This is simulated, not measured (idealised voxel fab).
process module | voxel lift off
cross-section cut | 260 nm wide | cells 5 nm
A cross-section is a grid of square cells, given in bands from the top down. A band is one or more rows of cells.
Each band's line starts with the height of the band's top and of its bottom, in nm. Then come its materials from left to right, each with its width in nm. One material with "throughout" fills the band from edge to edge. "air" is empty space.
Height 0 is the level under which the wafer as received is all one material. The lowest band goes on downwards, as in "0 down".
A width such as "30 to 40" changes by the same amount from each row of cells to the next, from the band's top row to its bottom row.
"no change" after a step means that no cell of the cross-section changed.
closed voids: empty space of 8 cells or more with no open way to the top, each as width x height at its distance from the left edge, in nm
after a step's settings: what the simulator itself notes on the step
overlay nm, on a step with a mask: how far to the right of its planned place the mask lay; to the left if negative
plan
1 op RECEIVE | material Si
2 op CONFORMAL_DEP | material SiN | thk nm 15
3 op PATTERN | tone open | mask id LINES | material resist | width nm 25 | pitch nm 50 | thk nm 30 | overlay nm 0
4 op DIRECTIONAL_DEP | material Ru | thk nm 15
5 op STRIP | etch materials resist
6 op CONFORMAL_DEP | material SiCN | thk nm 5
first wafer, as planned
as received, after step 1
  0 down: Si throughout
  closed voids: none
after step 2
  15 to 0: SiN throughout
  below 0: unchanged
after step 3
  45 to 15: resist 65 | air 25 | resist 25 | air 25 | resist 25 | air 25 | resist 70
  below 15: unchanged
after step 4
  60 to 45: Ru 65 | air 25 | Ru 25 | air 25 | Ru 25 | air 25 | Ru 70
  45 to 30: resist 65 | air 25 | resist 25 | air 25 | resist 25 | air 25 | resist 70
  30 to 15: resist 65 | Ru 25 | resist 25 | Ru 25 | resist 25 | Ru 25 | resist 70
  below 15: unchanged
after step 5
  30 to 15: air 65 | Ru 25 | air 25 | Ru 25 | air 25 | Ru 25 | air 70
  below 15: unchanged
after step 6
  35 to 30: air 60 | SiCN 35 | air 15 | SiCN 35 | air 15 | SiCN 35 | air 65
  30 to 20: air 60 | SiCN 5 | Ru 25 | SiCN 5 | air 15 | SiCN 5 | Ru 25 | SiCN 5 | air 15 | SiCN 5 | Ru 25 | SiCN 5 | air 65
  20 to 15: SiCN 65 | Ru 25 | SiCN 25 | Ru 25 | SiCN 25 | Ru 25 | SiCN 70
  below 15: unchanged
second wafer: like start, like plan, one mistake. Through step 2 it matches the first wafer
when step 3 should have ended
  45 to 15: resist 60 | air 35 | resist 15 | air 35 | resist 15 | air 35 | resist 65
  below 15: unchanged
when step 4 should have ended
  60 to 45: Ru 60 | air 35 | Ru 15 | air 35 | Ru 15 | air 35 | Ru 65
  45 to 30: resist 60 | air 35 | resist 15 | air 35 | resist 15 | air 35 | resist 65
  30 to 15: resist 60 | Ru 35 | resist 15 | Ru 35 | resist 15 | Ru 35 | resist 65
  below 15: unchanged
when step 5 should have ended
  30 to 15: air 60 | Ru 35 | air 15 | Ru 35 | air 15 | Ru 35 | air 65
  below 15: unchanged
when step 6 should have ended
  35 to 30: air 55 | SiCN 45 | air 5 | SiCN 45 | air 5 | SiCN 45 | air 60
  30 to 20: air 55 | SiCN 5 | Ru 35 | SiCN 5 | air 5 | SiCN 5 | Ru 35 | SiCN 5 | air 5 | SiCN 5 | Ru 35 | SiCN 5 | air 60
  20 to 15: SiCN 60 | Ru 35 | SiCN 15 | Ru 35 | SiCN 15 | Ru 35 | SiCN 65
  below 15: unchanged
what went wrong: step 3 ran as: op PATTERN | tone open | mask id LINES | material resist | width nm 35 | pitch nm 50 | thk nm 30 | overlay nm 0
at the end the second wafer has, in cells: 18 more of Ru
